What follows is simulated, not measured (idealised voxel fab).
process module | voxel capacitor over wiring
cross-section cut | 300 nm wide | cells 5 nm
A cross-section is a grid of square cells, given in bands from the top down. A band is one or more rows of cells.
Each band's line starts with the height of the band's top and of its bottom, in nm. Then come its materials from left to right, each with its width in nm. One material with "throughout" fills the band from edge to edge. "air" is empty space.
Height 0 is the level under which the wafer as received is all one material. The lowest band goes on downwards, as in "0 down".
A width such as "30 to 40" changes by the same amount from each row of cells to the next, from the band's top row to its bottom row.
"no change" after a step means that no cell of the cross-section changed.
closed voids: empty space of 8 cells or more with no open way to the top, each as width x height at its distance from the left edge, in nm
after a step's settings: what the simulator itself notes on the step
overlay nm, on a step with a mask: how far to the right of its planned place the mask lay; to the left if negative
plan
1 op RECEIVE | material Si
2 op CONFORMAL_DEP | material SiO2 | thk nm 15
3 op DIRECTIONAL_DEP | material TiN | thk nm 5
4 op DIRECTIONAL_DEP | material W | thk nm 20
5 op MASKED_ETCH | tone cover | mask id METAL_1 | width nm 15 | pitch nm 85 | etch materials W | depth nm 20 | overlay nm 0
6 op MASKED_ETCH | tone cover | mask id METAL_1 | width nm 20 | pitch nm 85 | etch materials TiN | depth nm 5 | overlay nm 0
7 op CONFORMAL_DEP | material SiCN | thk nm 5
8 op FILL_DEP | material lowk | thk nm 5
9 op CMP | height nm 40
10 op CONFORMAL_DEP | material SiCN | thk nm 5
11 op DIRECTIONAL_DEP | material SiO2 | thk nm 20
12 op PATTERN | tone open | mask id PLUG_1 | material resist | width nm 15 | thk nm 20 | overlay nm 0
13 op DIRECTIONAL_ETCH | etch materials SiO2 | depth nm 20
14 op DIRECTIONAL_ETCH | etch materials SiCN | depth nm 5
15 op STRIP | etch materials resist
16 op CONFORMAL_DEP | material TiN | thk nm 5
17 op FILL_DEP | material Cu | thk nm 10
18 op CMP | height nm 65
19 op DIRECTIONAL_DEP | material TiN | thk nm 10
20 op DIRECTIONAL_DEP | material HfO2 | thk nm 5
21 op DIRECTIONAL_DEP | material TiN | thk nm 10
22 op DIRECTIONAL_DEP | material aC | thk nm 15
23 op PATTERN | tone cover | mask id UPPER_PLATE | material resist | width nm 70 | thk nm 30 | overlay nm 0
24 op DIRECTIONAL_ETCH | etch materials aC | depth nm 15
25 op STRIP | etch materials resist
26 op DIRECTIONAL_ETCH | etch materials TiN | depth nm 10
27 op DIRECTIONAL_ETCH | etch materials HfO2 | depth nm 5
28 op STRIP | etch materials aC
29 op MASKED_ETCH | tone cover | mask id LOWER_PLATE | width nm 80 | etch materials TiN | depth nm 10 | overlay nm 0
30 op FILL_DEP | material SiO2 | thk nm 15
31 op CMP | height nm 100
32 op PATTERN | tone open | mask id PLUG_2 | material resist | width nm 15 | thk nm 20 | overlay nm 0
33 op DIRECTIONAL_ETCH | etch materials SiO2 | depth nm 10
34 op STRIP | etch materials resist
35 op CONFORMAL_DEP | material TiN | thk nm 5
36 op FILL_DEP | material W | thk nm 5
37 op CMP | height nm 100
38 op CONFORMAL_DEP | material SiCN | thk nm 5
varied across the wafers: width nm of step 5. The plan shows the first wafer's value. All wafers start alike
first wafer as received, after step 1
  0 down: Si throughout
  closed voids: none
first wafer at the end, after step 38
  105 to 100: SiCN throughout
  100 to 95: SiO2 110 | TiN 5 | W 5 | TiN 5 | SiO2 175
  95 to 90: SiO2 110 | TiN 15 | SiO2 175
  90 to 80: SiO2 100 | TiN 70 | SiO2 130
  80 to 75: SiO2 100 | HfO2 70 | SiO2 130
  75 to 65: SiO2 95 | TiN 80 | SiO2 125
  65 to 45: SiO2 100 | TiN 5 | Cu 5 | TiN 5 | SiO2 185
  45 to 40: SiCN 100 | TiN 15 | SiCN 185
  40 to 25: lowk 95 | SiCN 5 | W 15 | SiCN 5 | lowk 60 | SiCN 5 | W 15 | SiCN 5 | lowk 95
  25 to 20: lowk 90 | SiCN 10 | W 15 | SiCN 5 | lowk 55 | SiCN 10 | W 15 | SiCN 5 | lowk 95
  20 to 15: SiCN 95 | TiN 20 | SiCN 65 | TiN 20 | SiCN 100
  15 to 0: SiO2 throughout
  0 down: Si throughout
  closed voids: none
last wafer at the end
  105 to 100: SiCN throughout
  100 to 95: SiO2 110 | TiN 5 | W 5 | TiN 5 | SiO2 175
  95 to 90: SiO2 110 | TiN 15 | SiO2 175
  90 to 80: SiO2 100 | TiN 70 | SiO2 130
  80 to 75: SiO2 100 | HfO2 70 | SiO2 130
  75 to 65: SiO2 95 | TiN 80 | SiO2 125
  65 to 45: SiO2 100 | TiN 5 | Cu 5 | TiN 5 | SiO2 185
  45 to 40: SiCN 100 | TiN 15 | SiCN 185
  40 to 20: lowk 85 | SiCN 5 | W 35 | SiCN 5 | lowk 40 | SiCN 5 | W 35 | SiCN 5 | lowk 85
  20 to 15: SiCN 90 | TiN 35 | SiCN 50 | TiN 35 | SiCN 90
  15 to 0: SiO2 throughout
  0 down: Si throughout
  closed voids: none
each wafer at the end: cells of each material gained (+) or lost (-) since it was received, then its closed voids
width nm 15 | +4 Cu | +14 HfO2 | +187 SiCN | +748 SiO2 | +84 TiN | +25 W | +198 lowk | closed voids: none
width nm 20 | +4 Cu | +14 HfO2 | +185 SiCN | +748 SiO2 | +84 TiN | +33 W | +192 lowk | closed voids: none
width nm 25 | +4 Cu | +14 HfO2 | +183 SiCN | +748 SiO2 | +86 TiN | +41 W | +184 lowk | closed voids: none
width nm 30 | +4 Cu | +14 HfO2 | +181 SiCN | +748 SiO2 | +88 TiN | +49 W | +176 lowk | closed voids: none
width nm 35 | +4 Cu | +14 HfO2 | +179 SiCN | +748 SiO2 | +90 TiN | +57 W | +168 lowk | closed voids: none
